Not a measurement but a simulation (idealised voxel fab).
process module | voxel quadruple lines
Section cut is 220 nm wide and gridded with 5 nm square cells.
Cross-sections here: square-cell grids, written as top-down lists of bands, a band being one or more rows of cells. Band: top and bottom heights (nm) first, top before bottom; then materials from left to right, widths in nm. "edge to edge" marks a sole material filling the band edge to edge. "blank" denotes empty space. Heights are measured from 0, the level below which the as-received wafer is all one material; the lowest band has no bottom and continues downward, written as in "z 0 and below". The expression "30..40" gives the width at the extremes of the band, the first number at its top row of cells and the second at its bottom row, with the width changing by equal amounts from each row to the next in between. You'll sometimes find "remained the same" written for a step, and that's the way of saying that nowhere in the cross-section did a cell change during that step. Under "Enclosed internal voids" you'll find the enclosed gaps, the ones with no way out to the top, that are 8 cells or bigger; each reads width x height at distance, with distance counted from the left edge, everything in nm. If you see something after the settings on a step's line, that's the simulator's own remark about that step. "overlay nm" answers the question of how far to the right of plan the mask lay on a step that has a mask, and when it is negative the answer is to the left.
-- Here's what the planned process steps look like
1: RECEIVE: material Si
2: CONFORMAL_DEP: material SiO2, thk nm 10
3: DIRECTIONAL_DEP: material W, thk nm 15
4: DIRECTIONAL_DEP: material polySi, thk nm 20
5: DIRECTIONAL_DEP: material aC, thk nm 25
6: PATTERN: tone cover, mask id MANDREL, material resist, width nm 35, pitch nm 100, thk nm 35, overlay nm 0
7: DIRECTIONAL_ETCH: etch materials aC, depth nm 25
8: STRIP: etch materials resist
9: CONFORMAL_DEP: material SiO2, thk nm 15
10: DIRECTIONAL_ETCH: etch materials SiO2, depth nm 15
11: STRIP: etch materials aC
12: DIRECTIONAL_ETCH: etch materials polySi, depth nm 20
13: STRIP: etch materials SiO2
14: CONFORMAL_DEP: material SiCN, thk nm 10
15: DIRECTIONAL_ETCH: etch materials SiCN, depth nm 10
16: STRIP: etch materials polySi
17: DIRECTIONAL_ETCH: etch materials W, depth nm 15
18: STRIP: etch materials SiCN
19: FILL_DEP: material SiO2, thk nm 5
20: CMP: height nm 25
-- Wafer, first of two, run as planned
-- Incoming wafer, cross-sectional view, post step 1
z 0 and below | Si edge to edge
Enclosed internal voids: none
-- after step 2
z 10 to 0 | SiO2 edge to edge
Below a height of 0, the structure has not been altered.
-- after step 3
z 25 to 10 | W edge to edge
Below a height of 10, the structure has not been altered.
-- after step 4
z 45 to 25 | polySi edge to edge
Below a height of 25, the structure has not been altered.
-- after step 5
z 70 to 45 | aC edge to edge
Below a height of 45, the structure has not been altered.
-- after step 6
z 105 to 70 | 40 nm blank  35 nm resist  65 nm blank  35 nm resist  45 nm blank
Below a height of 70, the structure has not been altered.
-- after step 7
z 80 to 70 | 40 nm blank  35 nm resist  65 nm blank  35 nm resist  45 nm blank
z 70 to 45 | 40 nm blank  35 nm aC  65 nm blank  35 nm aC  45 nm blank
Below a height of 45, the structure has not been altered.
-- after step 8
z 70 to 45 | 40 nm blank  35 nm aC  65 nm blank  35 nm aC  45 nm blank
Below a height of 45, the structure has not been altered.
-- after step 9
z 85 to 70 | 25 nm blank  65 nm SiO2  35 nm blank  65 nm SiO2  30 nm blank
z 70 to 60 | 25 nm blank  15 nm SiO2  35 nm aC  15 nm SiO2  35 nm blank  15 nm SiO2  35 nm aC  15 nm SiO2  30 nm blank
z 60 to 45 | 40 nm SiO2  35 nm aC  65 nm SiO2  35 nm aC  45 nm SiO2
Below a height of 45, the structure has not been altered.
-- after step 10
z 70 to 45 | 25 nm blank  15 nm SiO2  35 nm aC  15 nm SiO2  35 nm blank  15 nm SiO2  35 nm aC  15 nm SiO2  30 nm blank
Below a height of 45, the structure has not been altered.
-- after step 11
z 70 to 45 | 25 nm blank  15 nm SiO2  35 nm blank  15 nm SiO2  35 nm blank  15 nm SiO2  35 nm blank  15 nm SiO2  30 nm blank
Below a height of 45, the structure has not been altered.
-- after step 12
z 70 to 45 | 25 nm blank  15 nm SiO2  35 nm blank  15 nm SiO2  35 nm blank  15 nm SiO2  35 nm blank  15 nm SiO2  30 nm blank
z 45 to 25 | 25 nm blank  15 nm polySi  35 nm blank  15 nm polySi  35 nm blank  15 nm polySi  35 nm blank  15 nm polySi  30 nm blank
Below a height of 25, the structure has not been altered.
-- after step 13
z 45 to 25 | 25 nm blank  15 nm polySi  35 nm blank  15 nm polySi  35 nm blank  15 nm polySi  35 nm blank  15 nm polySi  30 nm blank
Below a height of 25, the structure has not been altered.
-- after step 14
z 55 to 45 | 15 nm blank  35 nm SiCN  15 nm blank  35 nm SiCN  15 nm blank  35 nm SiCN  15 nm blank  35 nm SiCN  20 nm blank
z 45 to 35 | 15 nm blank  10 nm SiCN  15 nm polySi  10 nm SiCN  15 nm blank  10 nm SiCN  15 nm polySi  10 nm SiCN  15 nm blank  10 nm SiCN  15 nm polySi  10 nm SiCN  15 nm blank  10 nm SiCN  15 nm polySi  10 nm SiCN  20 nm blank
z 35 to 25 | 25 nm SiCN  15 nm polySi  35 nm SiCN  15 nm polySi  35 nm SiCN  15 nm polySi  35 nm SiCN  15 nm polySi  30 nm SiCN
Below a height of 25, the structure has not been altered.
-- after step 15
z 45 to 25 | 15 nm blank  10 nm SiCN  15 nm polySi  10 nm SiCN  15 nm blank  10 nm SiCN  15 nm polySi  10 nm SiCN  15 nm blank  10 nm SiCN  15 nm polySi  10 nm SiCN  15 nm blank  10 nm SiCN  15 nm polySi  10 nm SiCN  20 nm blank
Below a height of 25, the structure has not been altered.
-- after step 16
z 45 to 25 | 15 nm blank  10 nm SiCN  15 nm blank  10 nm SiCN  15 nm blank  10 nm SiCN  15 nm blank  10 nm SiCN  15 nm blank  10 nm SiCN  15 nm blank  10 nm SiCN  15 nm blank  10 nm SiCN  15 nm blank  10 nm SiCN  20 nm blank
Below a height of 25, the structure has not been altered.
-- after step 17
z 45 to 25 | 15 nm blank  10 nm SiCN  15 nm blank  10 nm SiCN  15 nm blank  10 nm SiCN  15 nm blank  10 nm SiCN  15 nm blank  10 nm SiCN  15 nm blank  10 nm SiCN  15 nm blank  10 nm SiCN  15 nm blank  10 nm SiCN  20 nm blank
z 25 to 10 | 15 nm blank  10 nm W  15 nm blank  10 nm W  15 nm blank  10 nm W  15 nm blank  10 nm W  15 nm blank  10 nm W  15 nm blank  10 nm W  15 nm blank  10 nm W  15 nm blank  10 nm W  20 nm blank
Below a height of 10, the structure has not been altered.
-- after step 18
z 25 to 10 | 15 nm blank  10 nm W  15 nm blank  10 nm W  15 nm blank  10 nm W  15 nm blank  10 nm W  15 nm blank  10 nm W  15 nm blank  10 nm W  15 nm blank  10 nm W  15 nm blank  10 nm W  20 nm blank
Below a height of 10, the structure has not been altered.
-- after step 19
z 30 to 25 | SiO2 edge to edge
z 25 to 10 | 15 nm SiO2  10 nm W  15 nm SiO2  10 nm W  15 nm SiO2  10 nm W  15 nm SiO2  10 nm W  15 nm SiO2  10 nm W  15 nm SiO2  10 nm W  15 nm SiO2  10 nm W  15 nm SiO2  10 nm W  20 nm SiO2
Below a height of 10, the structure has not been altered.
-- after step 20
z 25 to 10 | 15 nm SiO2  10 nm W  15 nm SiO2  10 nm W  15 nm SiO2  10 nm W  15 nm SiO2  10 nm W  15 nm SiO2  10 nm W  15 nm SiO2  10 nm W  15 nm SiO2  10 nm W  15 nm SiO2  10 nm W  20 nm SiO2
Below a height of 10, the structure has not been altered.
-- second wafer: like start, like plan, one mistake. Through step 5 it matches the first wafer
-- Second wafer profile in section, at the moment step 6 of the plan was meant to be complete
z 105 to 70 | 45 nm blank  35 nm resist  65 nm blank  35 nm resist  40 nm blank
Below a height of 70, the structure has not been altered.
-- Second wafer profile in section, at the moment step 7 of the plan was meant to be complete
z 80 to 70 | 45 nm blank  35 nm resist  65 nm blank  35 nm resist  40 nm blank
z 70 to 45 | 45 nm blank  35 nm aC  65 nm blank  35 nm aC  40 nm blank
Below a height of 45, the structure has not been altered.
-- Second wafer profile in section, at the moment step 8 of the plan was meant to be complete
z 70 to 45 | 45 nm blank  35 nm aC  65 nm blank  35 nm aC  40 nm blank
Below a height of 45, the structure has not been altered.
-- Second wafer profile in section, at the moment step 9 of the plan was meant to be complete
z 85 to 70 | 30 nm blank  65 nm SiO2  35 nm blank  65 nm SiO2  25 nm blank
z 70 to 60 | 30 nm blank  15 nm SiO2  35 nm aC  15 nm SiO2  35 nm blank  15 nm SiO2  35 nm aC  15 nm SiO2  25 nm blank
z 60 to 45 | 45 nm SiO2  35 nm aC  65 nm SiO2  35 nm aC  40 nm SiO2
Below a height of 45, the structure has not been altered.
-- Second wafer profile in section, at the moment step 10 of the plan was meant to be complete
z 70 to 45 | 30 nm blank  15 nm SiO2  35 nm aC  15 nm SiO2  35 nm blank  15 nm SiO2  35 nm aC  15 nm SiO2  25 nm blank
Below a height of 45, the structure has not been altered.
-- Second wafer profile in section, at the moment step 11 of the plan was meant to be complete
z 70 to 45 | 30 nm blank  15 nm SiO2  35 nm blank  15 nm SiO2  35 nm blank  15 nm SiO2  35 nm blank  15 nm SiO2  25 nm blank
Below a height of 45, the structure has not been altered.
-- Second wafer profile in section, at the moment step 12 of the plan was meant to be complete
z 70 to 45 | 30 nm blank  15 nm SiO2  35 nm blank  15 nm SiO2  35 nm blank  15 nm SiO2  35 nm blank  15 nm SiO2  25 nm blank
z 45 to 25 | 30 nm blank  15 nm polySi  35 nm blank  15 nm polySi  35 nm blank  15 nm polySi  35 nm blank  15 nm polySi  25 nm blank
Below a height of 25, the structure has not been altered.
-- Second wafer profile in section, at the moment step 13 of the plan was meant to be complete
z 45 to 25 | 30 nm blank  15 nm polySi  35 nm blank  15 nm polySi  35 nm blank  15 nm polySi  35 nm blank  15 nm polySi  25 nm blank
Below a height of 25, the structure has not been altered.
-- Second wafer profile in section, at the moment step 14 of the plan was meant to be complete
z 55 to 45 | 20 nm blank  35 nm SiCN  15 nm blank  35 nm SiCN  15 nm blank  35 nm SiCN  15 nm blank  35 nm SiCN  15 nm blank
z 45 to 35 | 20 nm blank  10 nm SiCN  15 nm polySi  10 nm SiCN  15 nm blank  10 nm SiCN  15 nm polySi  10 nm SiCN  15 nm blank  10 nm SiCN  15 nm polySi  10 nm SiCN  15 nm blank  10 nm SiCN  15 nm polySi  10 nm SiCN  15 nm blank
z 35 to 25 | 30 nm SiCN  15 nm polySi  35 nm SiCN  15 nm polySi  35 nm SiCN  15 nm polySi  35 nm SiCN  15 nm polySi  25 nm SiCN
Below a height of 25, the structure has not been altered.
-- Second wafer profile in section, at the moment step 15 of the plan was meant to be complete
z 45 to 25 | 20 nm blank  10 nm SiCN  15 nm polySi  10 nm SiCN  15 nm blank  10 nm SiCN  15 nm polySi  10 nm SiCN  15 nm blank  10 nm SiCN  15 nm polySi  10 nm SiCN  15 nm blank  10 nm SiCN  15 nm polySi  10 nm SiCN  15 nm blank
Below a height of 25, the structure has not been altered.
-- Second wafer profile in section, at the moment step 16 of the plan was meant to be complete
z 45 to 25 | 20 nm blank  10 nm SiCN  15 nm blank  10 nm SiCN  15 nm blank  10 nm SiCN  15 nm blank  10 nm SiCN  15 nm blank  10 nm SiCN  15 nm blank  10 nm SiCN  15 nm blank  10 nm SiCN  15 nm blank  10 nm SiCN  15 nm blank
Below a height of 25, the structure has not been altered.
-- Second wafer profile in section, at the moment step 17 of the plan was meant to be complete
z 45 to 25 | 20 nm blank  10 nm SiCN  15 nm blank  10 nm SiCN  15 nm blank  10 nm SiCN  15 nm blank  10 nm SiCN  15 nm blank  10 nm SiCN  15 nm blank  10 nm SiCN  15 nm blank  10 nm SiCN  15 nm blank  10 nm SiCN  15 nm blank
z 25 to 10 | 20 nm blank  10 nm W  15 nm blank  10 nm W  15 nm blank  10 nm W  15 nm blank  10 nm W  15 nm blank  10 nm W  15 nm blank  10 nm W  15 nm blank  10 nm W  15 nm blank  10 nm W  15 nm blank
Below a height of 10, the structure has not been altered.
-- Second wafer profile in section, at the moment step 18 of the plan was meant to be complete
z 25 to 10 | 20 nm blank  10 nm W  15 nm blank  10 nm W  15 nm blank  10 nm W  15 nm blank  10 nm W  15 nm blank  10 nm W  15 nm blank  10 nm W  15 nm blank  10 nm W  15 nm blank  10 nm W  15 nm blank
Below a height of 10, the structure has not been altered.
-- Second wafer profile in section, at the moment step 19 of the plan was meant to be complete
z 30 to 25 | SiO2 edge to edge
z 25 to 10 | 20 nm SiO2  10 nm W  15 nm SiO2  10 nm W  15 nm SiO2  10 nm W  15 nm SiO2  10 nm W  15 nm SiO2  10 nm W  15 nm SiO2  10 nm W  15 nm SiO2  10 nm W  15 nm SiO2  10 nm W  15 nm SiO2
Below a height of 10, the structure has not been altered.
-- Second wafer profile in section, at the moment step 20 of the plan was meant to be complete
z 25 to 10 | 20 nm SiO2  10 nm W  15 nm SiO2  10 nm W  15 nm SiO2  10 nm W  15 nm SiO2  10 nm W  15 nm SiO2  10 nm W  15 nm SiO2  10 nm W  15 nm SiO2  10 nm W  15 nm SiO2  10 nm W  15 nm SiO2
Below a height of 10, the structure has not been altered.
Processing error: step 6 deviated from plan and actually ran as PATTERN: tone cover, mask id MANDREL, material resist, width nm 35, pitch nm 100, thk nm 35, overlay nm 5
Matching per-material cell counts, mismatched positions: that is how the second wafer compares with the first at the end.
